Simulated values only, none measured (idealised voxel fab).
The following is a process module called voxel transistor to metal.
For reference, the cross-section in this document is cut, with width 215 nm and square cells of 5 nm.
Cross-section layout: square cells on a grid; listed as bands, top to bottom; a band spans one or more cell rows. Heights first: top, then bottom, in nm. Then materials, left to right, each with a width in nm. "full width" on a single material: fills the band edge to edge. "empty": empty space. Convention: height 0 is the level below which the wafer, as received, is all one material. The lowest band does not terminate at the bottom but continues downward, represented as "top 0, no bottom". Quick explanation for "30..40": the width changes in equal steps down the rows of cells, from the first number in the band's top row to the second number in its bottom row. Step note "nothing different" = no cross-section cell changed. "Closed void list" contains a list of empty spaces, each no smaller than 8 cells and without an open way to the top, written in the form width x height at distance with the distance from the left edge and all three in nm. Anything after a step's settings on that line? It's the simulator's own note about the step. The setting "overlay nm" may be written on the line of a step. When the step uses a mask, the value reports how far to the right of the planned place the mask lay, and a negative value reports that it lay to the left.
THE PROCESS STEPS THAT WERE PLANNED ARE LISTED BELOW
1 RECEIVE,material Si
2 OXIDIZE,depth nm 5
3 CONFORMAL_DEP,material SiN,thk nm 15
4 DIRECTIONAL_DEP,material aC,thk nm 15
5 PATTERN,tone cover,mask id ACTIVE,material resist,width nm 105,thk nm 35,overlay nm 0
6 DIRECTIONAL_ETCH,etch materials aC,depth nm 15
7 STRIP,etch materials resist
8 DIRECTIONAL_ETCH,etch materials SiN,depth nm 15
9 DIRECTIONAL_ETCH,etch materials SiO2,depth nm 5
10 DIRECTIONAL_ETCH,etch materials Si,depth nm 30
11 STRIP,etch materials aC
12 FILL_DEP,material SiO2,thk nm 10
13 CMP,height nm 15
14 SELECTIVE_ETCH,etch materials SiO2,depth nm 10
15 STRIP,etch materials SiN
16 SELECTIVE_ETCH,etch materials SiO2,depth nm 5
17 OXIDIZE,depth nm 5
18 DIRECTIONAL_DEP,material polySi,thk nm 30
19 DIRECTIONAL_DEP,material SiCN,thk nm 15
20 DIRECTIONAL_DEP,material aC,thk nm 10
21 PATTERN,tone cover,mask id GATE,material resist,width nm 25,thk nm 25,overlay nm 0
22 DIRECTIONAL_ETCH,etch materials aC,depth nm 10
23 STRIP,etch materials resist
24 DIRECTIONAL_ETCH,etch materials SiCN,depth nm 25
25 DIRECTIONAL_ETCH,etch materials polySi,depth nm 40
26 STRIP,etch materials aC
27 CONFORMAL_DEP,material SiN,thk nm 10
28 DIRECTIONAL_ETCH,etch materials SiN,depth nm 10
29 DIRECTIONAL_ETCH,etch materials SiO2,depth nm 5
30 DIRECTIONAL_ETCH,etch materials Si,depth nm 10
31 EPI,material nSi,thk nm 10
32 FILL_DEP,material SiO2,thk nm 10
33 CMP,height nm 40
34 DIRECTIONAL_DEP,material SiO2,thk nm 15
35 PATTERN,tone open,mask id CONTACT,material resist,width nm 20,pitch nm 75,thk nm 15,overlay nm 0
36 DIRECTIONAL_ETCH,etch materials SiO2,depth nm 65
37 STRIP,etch materials resist
38 CONFORMAL_DEP,material TiN,thk nm 5
39 FILL_DEP,material Ru,thk nm 5
40 CMP,height nm 55
41 DIRECTIONAL_DEP,material TiN,thk nm 5
42 DIRECTIONAL_DEP,material W,thk nm 25
43 DIRECTIONAL_DEP,material aC,thk nm 5
44 PATTERN,tone cover,mask id METAL_1,material resist,width nm 20,pitch nm 75,thk nm 30,overlay nm 0
45 DIRECTIONAL_ETCH,etch materials aC,depth nm 15
46 STRIP,etch materials resist
47 DIRECTIONAL_ETCH,etch materials W,depth nm 25
48 DIRECTIONAL_ETCH,etch materials TiN,depth nm 5
49 STRIP,etch materials aC
50 CONFORMAL_DEP,material SiCN,thk nm 5
51 FILL_DEP,material SiO2,thk nm 5
52 CMP,height nm 85
53 CONFORMAL_DEP,material SiN,thk nm 5
What sets these wafers apart? The thk nm at step 43. They all start alike, and the plan carries the first wafer's value.
THE FIRST OF SEVERAL WAFERS AS RECEIVED, SHOWN IN CROSS-SECTION; THIS IS ITS STATE AFTER STEP 1
    top 0, no bottom: Si full width
    Closed void list: none
THE FIGURE BELOW PRESENTS A CROSS-SECTION OF THE FIRST OF SEVERAL WAFERS AT THE CONCLUSION OF THE MODULE, FOLLOWING ITS LAST STEP, STEP 53
    top 90, bottom 85: SiN full width
    top 85, bottom 60: 55 of SiO2  5 of SiCN  20 of W  5 of SiCN  45 of SiO2  5 of SiCN  20 of W  5 of SiCN  55 of SiO2
    top 60, bottom 55: 60 of SiCN  20 of TiN  55 of SiCN  20 of TiN  60 of SiCN
    top 55, bottom 40: 60 of SiO2  5 of TiN  10 of Ru  5 of TiN  55 of SiO2  5 of TiN  10 of Ru  5 of TiN  60 of SiO2
    top 40, bottom 25: 60 of SiO2  5 of TiN  10 of Ru  5 of TiN  5 of SiO2  10 of SiN  25 of SiCN  10 of SiN  5 of SiO2  5 of TiN  10 of Ru  5 of TiN  60 of SiO2
    top 25, bottom 5: 60 of SiO2  5 of TiN  10 of Ru  5 of TiN  5 of SiO2  10 of SiN  25 of polySi  10 of SiN  5 of SiO2  5 of TiN  10 of Ru  5 of TiN  60 of SiO2
    top 5, bottom 0: 60 of SiO2  20 of TiN  5 of SiO2  10 of SiN  25 of polySi  10 of SiN  5 of SiO2  20 of TiN  60 of SiO2
    top 0, bottom -5: 50 of SiO2  10 of SiN  10 of nSi  5 of TiN  10 of nSi  10 of SiN  25 of polySi  10 of SiN  10 of nSi  5 of TiN  10 of nSi  10 of SiN  50 of SiO2
    top -5, bottom -10: 60 of SiO2  10 of nSi  5 of TiN  10 of nSi  45 of SiO2  10 of nSi  5 of TiN  10 of nSi  60 of SiO2
    top -10, bottom -20: 55 of SiO2  5 of Si  25 of nSi  45 of Si  25 of nSi  5 of Si  55 of SiO2
    top -20, bottom -35: 55 of SiO2  105 of Si  55 of SiO2
    top -35, no bottom: Si full width
    Closed void list: none
CROSS-SECTION OF THE FINAL WAFER AMONG SEVERAL, TAKEN AT THE END OF THE MODULE
    top 90, bottom 85: SiN full width
    top 85, bottom 60: W full width
    top 60, bottom 55: TiN full width
    top 55, bottom 40: 60 of SiO2  5 of TiN  10 of Ru  5 of TiN  55 of SiO2  5 of TiN  10 of Ru  5 of TiN  60 of SiO2
    top 40, bottom 25: 60 of SiO2  5 of TiN  10 of Ru  5 of TiN  5 of SiO2  10 of SiN  25 of SiCN  10 of SiN  5 of SiO2  5 of TiN  10 of Ru  5 of TiN  60 of SiO2
    top 25, bottom 5: 60 of SiO2  5 of TiN  10 of Ru  5 of TiN  5 of SiO2  10 of SiN  25 of polySi  10 of SiN  5 of SiO2  5 of TiN  10 of Ru  5 of TiN  60 of SiO2
    top 5, bottom 0: 60 of SiO2  20 of TiN  5 of SiO2  10 of SiN  25 of polySi  10 of SiN  5 of SiO2  20 of TiN  60 of SiO2
    top 0, bottom -5: 50 of SiO2  10 of SiN  10 of nSi  5 of TiN  10 of nSi  10 of SiN  25 of polySi  10 of SiN  10 of nSi  5 of TiN  10 of nSi  10 of SiN  50 of SiO2
    top -5, bottom -10: 60 of SiO2  10 of nSi  5 of TiN  10 of nSi  45 of SiO2  10 of nSi  5 of TiN  10 of nSi  60 of SiO2
    top -10, bottom -20: 55 of SiO2  5 of Si  25 of nSi  45 of Si  25 of nSi  5 of Si  55 of SiO2
    top -20, bottom -35: 55 of SiO2  105 of Si  55 of SiO2
    top -35, no bottom: Si full width
    Closed void list: none
BASICALLY EACH WAFER GETS A LINE IN THE TABLE, SHOWING IT AT THE END OF THE MODULE: MATERIAL BY MATERIAL, THE CELLS IT GAINED (+) OR LOST (-) SINCE WE GOT IT, THEN ITS CLOSED VOIDS
thk nm 5 | +40 Ru | -216 Si | +70 SiCN | +83 SiN | +631 SiO2 | +60 TiN | +40 W | +36 nSi | +30 polySi | Closed void list: none
thk nm 10 | +40 Ru | -216 Si | +70 SiCN | +83 SiN | +631 SiO2 | +60 TiN | +40 W | +36 nSi | +30 polySi | Closed void list: none
thk nm 15 | +40 Ru | -216 Si | +70 SiCN | +83 SiN | +631 SiO2 | +60 TiN | +40 W | +36 nSi | +30 polySi | Closed void list: none
thk nm 20 | +40 Ru | -216 Si | +15 SiCN | +83 SiN | +476 SiO2 | +95 TiN | +215 W | +36 nSi | +30 polySi | Closed void list: none
thk nm 25 | +40 Ru | -216 Si | +15 SiCN | +83 SiN | +476 SiO2 | +95 TiN | +215 W | +36 nSi | +30 polySi | Closed void list: none
thk nm 30 | +40 Ru | -216 Si | +15 SiCN | +83 SiN | +476 SiO2 | +95 TiN | +215 W | +36 nSi | +30 polySi | Closed void list: none
